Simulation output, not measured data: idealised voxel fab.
process module | voxel double patterning
cross-section cut | 160 nm wide | cells 5 nm
A cross-section is a grid of square cells, given in bands from the top down. A band is one or more rows of cells.
Each band's line starts with the height of the band's top and of its bottom, in nm. Then come its materials from left to right, each with its width in nm. One material with "throughout" fills the band from edge to edge. "air" is empty space.
Height 0 is the level under which the wafer as received is all one material. The lowest band goes on downwards, as in "0 down".
A width such as "30 to 40" changes by the same amount from each row of cells to the next, from the band's top row to its bottom row.
"no change" after a step means that no cell of the cross-section changed.
closed voids: empty space of 8 cells or more with no open way to the top, each as width x height at its distance from the left edge, in nm
after a step's settings: what the simulator itself notes on the step
overlay nm, on a step with a mask: how far to the right of its planned place the mask lay; to the left if negative
plan
1 op RECEIVE | material Si
2 op CONFORMAL_DEP | material SiO2 | thk nm 5
3 op DIRECTIONAL_DEP | material TiN | thk nm 10
4 op DIRECTIONAL_DEP | material SiCN | thk nm 5
5 op PATTERN | tone open | mask id FIRST | material resist | width nm 15 | pitch nm 50 | thk nm 20 | overlay nm 0
6 op DIRECTIONAL_ETCH | etch materials SiCN | depth nm 5
7 op STRIP | etch materials resist
8 op PATTERN | tone open | mask id SECOND | material resist | width nm 15 | thk nm 20 | overlay nm 0
9 op DIRECTIONAL_ETCH | etch materials SiCN | depth nm 5
10 op STRIP | etch materials resist
11 op DIRECTIONAL_ETCH | etch materials TiN | depth nm 10
12 op STRIP | etch materials SiCN
as received, after step 1
  0 down: Si throughout
  closed voids: none
first wafer at the end, as planned
  15 to 5: TiN 45 | air 15 | TiN 10 | air 15 | TiN 10 | air 15 | TiN 50
  5 to 0: SiO2 throughout
  0 down: Si throughout
  closed voids: none
second wafer at the end: like start, like plan, one mistake
  10 to 0: TiN 45 | air 15 | TiN 10 | air 15 | TiN 10 | air 15 | TiN 50
  0 down: Si throughout
  closed voids: none
what went wrong: step 2 was left out
at the end the second wafer has, in cells: 32 fewer of SiO2
